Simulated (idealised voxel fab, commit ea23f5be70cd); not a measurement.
A process module follows: voxel capacitor over wiring.
Pictured: cross-section cut, 285 nm wide, on a grid of 5 nm square cells.
Notation: cross-section as square-cell grid; stated in bands, top first, going down; one or more cell rows per band.
For a band, the entry starts with two heights in nm, that of the top and then that of the bottom, and carries on with the band's materials in order from left to right, each alongside its width in nm; the word "everywhere" beside a single material means it fills the band edge to edge, and "blank" means empty space.
Beneath 0, the wafer as received is one material, and that level is where height counting begins. The lowest band goes on downward without a bottom; it is written like "top 0, no bottom".
The two numbers in a width such as "30->40" mark its ends across the band: the first belongs to the top row of cells, the second to the bottom row, and from each row to the next the width moves by the same amount.
For the purposes of this document, the phrase "changes: none" attached to a step denotes that no cell within the cross-section was modified by that step.
Any empty space of 8 cells or more lacking an open way to the top shows up in "Unvented internal voids" as width x height at distance, distance from the left edge, in nm.
What comes after the settings on a step's line is commentary from the simulator itself on that step.
The "overlay nm" setting may appear on a step's line; for a step that uses a mask, it gives how far to the right of its planned position the mask lay, and a negative value indicates the left.
-- This section lists the process steps that were planned
1) RECEIVE (material Si)
2) CONFORMAL_DEP (material SiO2; thk nm 10)
3) CONFORMAL_DEP (material SiN; thk nm 5)
4) DIRECTIONAL_DEP (material SiO2; thk nm 20)
5) MASKED_ETCH (tone open; mask id METAL_1; width nm 30; pitch nm 80; etch materials SiO2; depth nm 20; overlay nm 0)
6) MASKED_ETCH (tone open; mask id METAL_1; width nm 30; pitch nm 80; etch materials SiN; depth nm 5; overlay nm 0)
7) CONFORMAL_DEP (material TiN; thk nm 5)
8) FILL_DEP (material W; thk nm 10)
9) CMP (height nm 35)
10) CONFORMAL_DEP (material SiCN; thk nm 5)
11) DIRECTIONAL_DEP (material lowk; thk nm 20)
12) PATTERN (tone open; mask id PLUG_1; material resist; width nm 15; thk nm 20; overlay nm 0)
13) DIRECTIONAL_ETCH (etch materials lowk; depth nm 20)
14) DIRECTIONAL_ETCH (etch materials SiCN; depth nm 5)
15) STRIP (etch materials resist)
16) CONFORMAL_DEP (material TiN; thk nm 5)
17) FILL_DEP (material Cu; thk nm 10)
18) CMP (height nm 60)
19) DIRECTIONAL_DEP (material TiN; thk nm 5)
20) DIRECTIONAL_DEP (material SiN; thk nm 5)
21) DIRECTIONAL_DEP (material TiN; thk nm 10)
22) MASKED_ETCH (tone cover; mask id UPPER_PLATE; width nm 55; etch materials TiN; depth nm 10; overlay nm 0)
23) MASKED_ETCH (tone cover; mask id UPPER_PLATE; width nm 55; etch materials SiN; depth nm 5; overlay nm 0)
24) DIRECTIONAL_DEP (material aC; thk nm 10)
25) PATTERN (tone cover; mask id LOWER_PLATE; material resist; width nm 65; thk nm 30; overlay nm 0)
26) DIRECTIONAL_ETCH (etch materials aC; depth nm 10)
27) STRIP (etch materials resist)
28) DIRECTIONAL_ETCH (etch materials TiN; depth nm 5)
29) STRIP (etch materials aC)
30) FILL_DEP (material SiO2; thk nm 15)
31) CMP (height nm 90)
32) MASKED_ETCH (tone open; mask id PLUG_2; width nm 15; etch materials SiO2; depth nm 10; overlay nm 0)
33) CONFORMAL_DEP (material TiN; thk nm 5)
34) FILL_DEP (material Ru; thk nm 5)
35) CMP (height nm 90)
36) CONFORMAL_DEP (material SiN; thk nm 5)
-- Of two wafers, the first: run according to plan
-- Wafer cross-section on receipt, i.e. after step 1
* top 0, no bottom = Si everywhere
* Unvented internal voids: none
-- Step 2 done - wafer cross-section
* top 10, bottom 0 = SiO2 everywhere
* Below 0, the layers are the same as they were.
-- Step 3 done - wafer cross-section
* top 15, bottom 10 = SiN everywhere
* Below 10, the layers are the same as they were.
-- Step 4 done - wafer cross-section
* top 35, bottom 15 = SiO2 everywhere
* Below 15, the layers are the same as they were.
-- Step 5 done - wafer cross-section
* top 35, bottom 15 = SiO2 (85), blank (30), SiO2 (50), blank (30), SiO2 (90)
* Below 15, the layers are the same as they were.
-- Step 6 done - wafer cross-section
* top 35, bottom 15 = SiO2 (85), blank (30), SiO2 (50), blank (30), SiO2 (90)
* top 15, bottom 10 = SiN (85), blank (30), SiN (50), blank (30), SiN (90)
* Below 10, the layers are the same as they were.
-- Step 7 done - wafer cross-section
* top 40, bottom 35 = TiN (90), blank (20), TiN (60), blank (20), TiN (95)
* top 35, bottom 15 = SiO2 (85), TiN (5), blank (20), TiN (5), SiO2 (50), TiN (5), blank (20), TiN (5), SiO2 (90)
* top 15, bottom 10 = SiN (85), TiN (30), SiN (50), TiN (30), SiN (90)
* Below 10, the layers are the same as they were.
-- Step 8 done - wafer cross-section
* top 50, bottom 40 = W everywhere
* top 40, bottom 35 = TiN (90), W (20), TiN (60), W (20), TiN (95)
* top 35, bottom 15 = SiO2 (85), TiN (5), W (20), TiN (5), SiO2 (50), TiN (5), W (20), TiN (5), SiO2 (90)
* Below 15, the layers are the same as they were.
-- Step 9 done - wafer cross-section
* top 35, bottom 15 = SiO2 (85), TiN (5), W (20), TiN (5), SiO2 (50), TiN (5), W (20), TiN (5), SiO2 (90)
* Below 15, the layers are the same as they were.
-- Step 10 done - wafer cross-section
* top 40, bottom 35 = SiCN everywhere
* Below 35, the layers are the same as they were.
-- Step 11 done - wafer cross-section
* top 60, bottom 40 = lowk everywhere
* Below 40, the layers are the same as they were.
-- Step 12 done - wafer cross-section
* top 80, bottom 60 = resist (100), blank (15), resist (170)
* Below 60, the layers are the same as they were.
-- Step 13 done - wafer cross-section
* top 80, bottom 60 = resist (100), blank (15), resist (170)
* top 60, bottom 40 = lowk (100), blank (15), lowk (170)
* Below 40, the layers are the same as they were.
-- Step 14 done - wafer cross-section
* top 80, bottom 60 = resist (100), blank (15), resist (170)
* top 60, bottom 40 = lowk (100), blank (15), lowk (170)
* top 40, bottom 35 = SiCN (100), blank (15), SiCN (170)
* Below 35, the layers are the same as they were.
-- Step 15 done - wafer cross-section
* top 60, bottom 40 = lowk (100), blank (15), lowk (170)
* Below 40, the layers are the same as they were.
-- Step 16 done - wafer cross-section
* top 65, bottom 60 = TiN (105), blank (5), TiN (175)
* top 60, bottom 40 = lowk (100), TiN (5), blank (5), TiN (5), lowk (170)
* top 40, bottom 35 = SiCN (100), TiN (15), SiCN (170)
* Below 35, the layers are the same as they were.
-- Step 17 done - wafer cross-section
* top 75, bottom 65 = Cu everywhere
* top 65, bottom 60 = TiN (105), Cu (5), TiN (175)
* top 60, bottom 40 = lowk (100), TiN (5), Cu (5), TiN (5), lowk (170)
* Below 40, the layers are the same as they were.
-- Step 18 done - wafer cross-section
* top 60, bottom 40 = lowk (100), TiN (5), Cu (5), TiN (5), lowk (170)
* Below 40, the layers are the same as they were.
-- Step 19 done - wafer cross-section
* top 65, bottom 60 = TiN everywhere
* Below 60, the layers are the same as they were.
-- Step 20 done - wafer cross-section
* top 70, bottom 65 = SiN everywhere
* Below 65, the layers are the same as they were.
-- Step 21 done - wafer cross-section
* top 80, bottom 70 = TiN everywhere
* Below 70, the layers are the same as they were.
-- Step 22 done - wafer cross-section
* top 80, bottom 70 = blank (100), TiN (55), blank (130)
* Below 70, the layers are the same as they were.
-- Step 23 done - wafer cross-section
* top 80, bottom 70 = blank (100), TiN (55), blank (130)
* top 70, bottom 65 = blank (100), SiN (55), blank (130)
* Below 65, the layers are the same as they were.
-- Step 24 done - wafer cross-section
* top 90, bottom 80 = blank (100), aC (55), blank (130)
* top 80, bottom 75 = blank (100), TiN (55), blank (130)
* top 75, bottom 70 = aC (100), TiN (55), aC (130)
* top 70, bottom 65 = aC (100), SiN (55), aC (130)
* Below 65, the layers are the same as they were.
-- Step 25 done - wafer cross-section
* top 120, bottom 90 = blank (95), resist (65), blank (125)
* top 90, bottom 80 = blank (95), resist (5), aC (55), resist (5), blank (125)
* top 80, bottom 75 = blank (95), resist (5), TiN (55), resist (5), blank (125)
* Below 75, the layers are the same as they were.
-- Step 26 done - wafer cross-section
* top 110, bottom 90 = blank (95), resist (65), blank (125)
* top 90, bottom 80 = blank (95), resist (5), aC (55), resist (5), blank (125)
* top 80, bottom 75 = blank (95), resist (5), TiN (55), resist (5), blank (125)
* top 75, bottom 70 = blank (95), aC (5), TiN (55), aC (5), blank (125)
* top 70, bottom 65 = blank (95), aC (5), SiN (55), aC (5), blank (125)
* Below 65, the layers are the same as they were.
-- Step 27 done - wafer cross-section
* top 90, bottom 80 = blank (100), aC (55), blank (130)
* top 80, bottom 75 = blank (100), TiN (55), blank (130)
* Below 75, the layers are the same as they were.
-- Step 28 done - wafer cross-section
* top 90, bottom 80 = blank (100), aC (55), blank (130)
* top 80, bottom 75 = blank (100), TiN (55), blank (130)
* top 75, bottom 70 = blank (95), aC (5), TiN (55), aC (5), blank (125)
* top 70, bottom 65 = blank (95), aC (5), SiN (55), aC (5), blank (125)
* top 65, bottom 60 = blank (95), TiN (65), blank (125)
* Below 60, the layers are the same as they were.
-- Step 29 done - wafer cross-section
* top 80, bottom 70 = blank (100), TiN (55), blank (130)
* top 70, bottom 65 = blank (100), SiN (55), blank (130)
* Below 65, the layers are the same as they were.
-- Step 30 done - wafer cross-section
* top 95, bottom 80 = SiO2 everywhere
* top 80, bottom 70 = SiO2 (100), TiN (55), SiO2 (130)
* top 70, bottom 65 = SiO2 (100), SiN (55), SiO2 (130)
* top 65, bottom 60 = SiO2 (95), TiN (65), SiO2 (125)
* Below 60, the layers are the same as they were.
-- Step 31 done - wafer cross-section
* top 90, bottom 80 = SiO2 everywhere
* Below 80, the layers are the same as they were.
-- Step 32 done - wafer cross-section
* top 90, bottom 80 = SiO2 (110), blank (15), SiO2 (160)
* Below 80, the layers are the same as they were.
-- Step 33 done - wafer cross-section
* top 95, bottom 90 = TiN (115), blank (5), TiN (165)
* top 90, bottom 85 = SiO2 (110), TiN (5), blank (5), TiN (5), SiO2 (160)
* top 85, bottom 80 = SiO2 (110), TiN (15), SiO2 (160)
* Below 80, the layers are the same as they were.
-- Step 34 done - wafer cross-section
* top 100, bottom 95 = Ru everywhere
* top 95, bottom 90 = TiN (115), Ru (5), TiN (165)
* top 90, bottom 85 = SiO2 (110), TiN (5), Ru (5), TiN (5), SiO2 (160)
* Below 85, the layers are the same as they were.
-- Step 35 done - wafer cross-section
* top 90, bottom 85 = SiO2 (110), TiN (5), Ru (5), TiN (5), SiO2 (160)
* Below 85, the layers are the same as they were.
-- Step 36 done - wafer cross-section
* top 95, bottom 90 = SiN everywhere
* Below 90, the layers are the same as they were.
-- Notes, second wafer: start = first wafer's, plan = first wafer's, execution had one mistake; history identical to first through step 21
-- The second wafer in cross-section, at the planned close of step 22
* top 80, bottom 70 = TiN (100), blank (55), TiN (130)
* Below 70, the layers are the same as they were.
The second wafer in cross-section, at the planned close of step 23: changes: none
-- The second wafer in cross-section, at the planned close of step 24
* top 90, bottom 80 = aC (100), blank (55), aC (130)
* top 80, bottom 70 = TiN (100), aC (55), TiN (130)
* Below 70, the layers are the same as they were.
-- The second wafer in cross-section, at the planned close of step 25
* top 120, bottom 90 = blank (95), resist (65), blank (125)
* top 90, bottom 80 = aC (100), resist (55), aC (130)
* Below 80, the layers are the same as they were.
-- The second wafer in cross-section, at the planned close of step 26
* top 110, bottom 90 = blank (95), resist (65), blank (125)
* top 90, bottom 80 = blank (95), aC (5), resist (55), aC (5), blank (125)
* Below 80, the layers are the same as they were.
-- The second wafer in cross-section, at the planned close of step 27
* top 90, bottom 80 = blank (95), aC (5), blank (55), aC (5), blank (125)
* Below 80, the layers are the same as they were.
-- The second wafer in cross-section, at the planned close of step 28
* top 90, bottom 80 = blank (95), aC (5), blank (55), aC (5), blank (125)
* top 80, bottom 75 = blank (95), TiN (5), aC (55), TiN (5), blank (125)
* Below 75, the layers are the same as they were.
-- The second wafer in cross-section, at the planned close of step 29
* top 80, bottom 75 = blank (95), TiN (5), blank (55), TiN (5), blank (125)
* top 75, bottom 70 = TiN (100), blank (55), TiN (130)
* Below 70, the layers are the same as they were.
-- The second wafer in cross-section, at the planned close of step 30
* top 95, bottom 80 = SiO2 everywhere
* top 80, bottom 75 = SiO2 (95), TiN (5), SiO2 (55), TiN (5), SiO2 (125)
* top 75, bottom 70 = TiN (100), SiO2 (55), TiN (130)
* Below 70, the layers are the same as they were.
-- The second wafer in cross-section, at the planned close of step 31
* top 90, bottom 80 = SiO2 everywhere
* Below 80, the layers are the same as they were.
-- The second wafer in cross-section, at the planned close of step 32
* top 90, bottom 80 = SiO2 (110), blank (15), SiO2 (160)
* Below 80, the layers are the same as they were.
-- The second wafer in cross-section, at the planned close of step 33
* top 95, bottom 90 = TiN (115), blank (5), TiN (165)
* top 90, bottom 85 = SiO2 (110), TiN (5), blank (5), TiN (5), SiO2 (160)
* top 85, bottom 80 = SiO2 (110), TiN (15), SiO2 (160)
* Below 80, the layers are the same as they were.
-- The second wafer in cross-section, at the planned close of step 34
* top 100, bottom 95 = Ru everywhere
* top 95, bottom 90 = TiN (115), Ru (5), TiN (165)
* top 90, bottom 85 = SiO2 (110), TiN (5), Ru (5), TiN (5), SiO2 (160)
* Below 85, the layers are the same as they were.
-- The second wafer in cross-section, at the planned close of step 35
* top 90, bottom 85 = SiO2 (110), TiN (5), Ru (5), TiN (5), SiO2 (160)
* Below 85, the layers are the same as they were.
-- The second wafer in cross-section, at the planned close of step 36
* top 95, bottom 90 = SiN everywhere
* Below 90, the layers are the same as they were.
The plan and the run diverged here: step 22, actual vs plan mismatch, actual run MASKED_ETCH (tone open; mask id UPPER_PLATE; width nm 55; etch materials TiN; depth nm 10; overlay nm 0)
FYI, end of process, the second wafer has more or fewer cells of some materials than the first: SiN +46, SiO2 -116, TiN +70
